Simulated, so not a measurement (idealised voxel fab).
Process module name: voxel capacitor over wiring
Cross-section cut: width 300 nm, square cells of 5 nm.
For the purposes of this document, a cross-section shall be understood as a grid of square cells, specified as bands listed in top-to-bottom order, each band consisting of one or more rows of cells.
Heights first: top, then bottom, in nm. Then materials, left to right, each with a width in nm. "throughout" on a single material: fills the band edge to edge. "air": empty space.
Heads up on the height convention: 0 is the point under which the incoming wafer is all one material, and the lowest band has no bottom, it just keeps going down, like "0 and below".
Width spec "30 to 40" -> top row of cells at first value, bottom row at second value, equal per-row change in between.
"left unchanged" after a step means that no cell of the cross-section changed.
Voids not open to the top, 8 cells minimum: see "Internal closed voids". Written width x height at distance; distance is from the left edge; nm.
That trailing text on a step's line, after the settings, is the simulator's own remark on the step.
overlay nm: right-of-plan distance of the mask on a masked step; negative values mean left-of-plan.
Steps planned for the process
| 1 | RECEIVE, material Si |
| 2 | CONFORMAL_DEP, material SiO2, thk nm 15 |
| 3 | CONFORMAL_DEP, material SiN, thk nm 5 |
| 4 | DIRECTIONAL_DEP, material lowk, thk nm 20 |
| 5 | PATTERN, tone open, mask id METAL_1, material resist, width nm 20, pitch nm 90, thk nm 20, overlay nm 0 |
| 6 | DIRECTIONAL_ETCH, etch materials lowk, depth nm 20 |
| 7 | DIRECTIONAL_ETCH, etch materials SiN, depth nm 5 |
| 8 | STRIP, etch materials resist |
| 9 | CONFORMAL_DEP, material TiN, thk nm 5 |
| 10 | FILL_DEP, material Cu, thk nm 5 |
| 11 | CMP, height nm 40 |
| 12 | CONFORMAL_DEP, material SiCN, thk nm 5 |
| 13 | DIRECTIONAL_DEP, material lowk, thk nm 20 |
| 14 | PATTERN, tone open, mask id PLUG_1, material resist, width nm 15, thk nm 20, overlay nm 0 |
| 15 | DIRECTIONAL_ETCH, etch materials lowk, depth nm 20 |
| 16 | DIRECTIONAL_ETCH, etch materials SiCN, depth nm 5 |
| 17 | STRIP, etch materials resist |
| 18 | CONFORMAL_DEP, material TiN, thk nm 5 |
| 19 | FILL_DEP, material Ru, thk nm 10 |
| 20 | CMP, height nm 65 |
| 21 | DIRECTIONAL_DEP, material TiN, thk nm 5 |
| 22 | DIRECTIONAL_DEP, material HfO2, thk nm 5 |
| 23 | DIRECTIONAL_DEP, material TiN, thk nm 5 |
| 24 | DIRECTIONAL_DEP, material aC, thk nm 15 |
| 25 | PATTERN, tone cover, mask id UPPER_PLATE, material resist, width nm 75, thk nm 35, overlay nm 0 |
| 26 | DIRECTIONAL_ETCH, etch materials aC, depth nm 15 |
| 27 | STRIP, etch materials resist |
| 28 | DIRECTIONAL_ETCH, etch materials TiN, depth nm 5 |
| 29 | DIRECTIONAL_ETCH, etch materials HfO2, depth nm 5 |
| 30 | STRIP, etch materials aC |
| 31 | MASKED_ETCH, tone cover, mask id LOWER_PLATE, width nm 85, etch materials TiN, depth nm 5, overlay nm 0 |
| 32 | FILL_DEP, material SiO2, thk nm 15 |
| 33 | CMP, height nm 90 |
| 34 | MASKED_ETCH, tone open, mask id PLUG_2, width nm 15, etch materials SiO2, depth nm 10, overlay nm 0 |
| 35 | CONFORMAL_DEP, material TiN, thk nm 5 |
| 36 | FILL_DEP, material Cu, thk nm 10 |
| 37 | CMP, height nm 90 |
| 38 | CONFORMAL_DEP, material SiCN, thk nm 5 |
Keep in mind the plan's value for the thk nm of step 12 comes from the first wafer; the wafers don't share that setting, but they do share the same starting point.
So this is the first of several wafers, cross-sectioned as it came to us, meaning it's at the end of step 1
0 and below  Si throughout
Internal closed voids: none
Module end state after final step 38: cross-section of the first of several wafers
95 down to 90  SiCN throughout
90 down to 85  SiO2: 110, then TiN: 5, then Cu: 5, then TiN: 5, then SiO2: 175
85 down to 75  SiO2: 110 to 100, then TiN: 15 to 75, then SiO2: 175 to 125
75 down to 70  SiO2: 100, then HfO2: 75, then SiO2: 125
70 down to 65  SiO2: 95, then TiN: 85, then SiO2: 120
65 down to 45  lowk: 100, then TiN: 5, then Ru: 5, then TiN: 5, then lowk: 185
45 down to 40  SiCN: 100, then TiN: 15, then SiCN: 185
40 down to 20  lowk: 95, then TiN: 5, then Cu: 10, then TiN: 5, then lowk: 70, then TiN: 5, then Cu: 10, then TiN: 5, then lowk: 95
20 down to 15  SiN: 95, then TiN: 20, then SiN: 70, then TiN: 20, then SiN: 95
15 down to 0  SiO2 throughout
0 and below  Si throughout
Internal closed voids: none
Of the several wafers, the last: cross-section at the end of the module
95 down to 90  SiCN throughout
90 down to 85  SiO2: 110, then TiN: 5, then Cu: 5, then TiN: 5, then SiO2: 175
85 down to 75  SiO2: 110 to 100, then TiN: 15 to 75, then SiO2: 175 to 125
75 down to 70  SiO2: 100, then HfO2: 75, then SiO2: 125
70 down to 65  SiO2: 95, then TiN: 85, then SiO2: 120
65 down to 60  lowk: 100, then TiN: 5, then Ru: 5, then TiN: 5, then lowk: 185
60 down to 55  SiCN: 100, then TiN: 15, then SiCN: 185
55 down to 40  SiCN throughout
40 down to 20  lowk: 95, then TiN: 5, then Cu: 10, then TiN: 5, then lowk: 70, then TiN: 5, then Cu: 10, then TiN: 5, then lowk: 95
20 down to 15  SiN: 95, then TiN: 20, then SiN: 70, then TiN: 20, then SiN: 95
15 down to 0  SiO2 throughout
0 and below  Si throughout
Internal closed voids: none
each wafer at the end: cells of each material gained (+) or lost (-) since it was received, then its closed voids
thk nm 5, +17 Cu, +15 HfO2, +4 Ru, +117 SiCN, +52 SiN, +427 SiO2, +72 TiN, +436 lowk, Internal closed voids: none
thk nm 10, +17 Cu, +15 HfO2, +3 Ru, +177 SiCN, +52 SiN, +427 SiO2, +70 TiN, +379 lowk, Internal closed voids: none
thk nm 15, +17 Cu, +15 HfO2, +2 Ru, +237 SiCN, +52 SiN, +427 SiO2, +68 TiN, +322 lowk, Internal closed voids: none
thk nm 20, +17 Cu, +15 HfO2, +1 Ru, +297 SiCN, +52 SiN, +427 SiO2, +66 TiN, +265 lowk, Internal closed voids: none
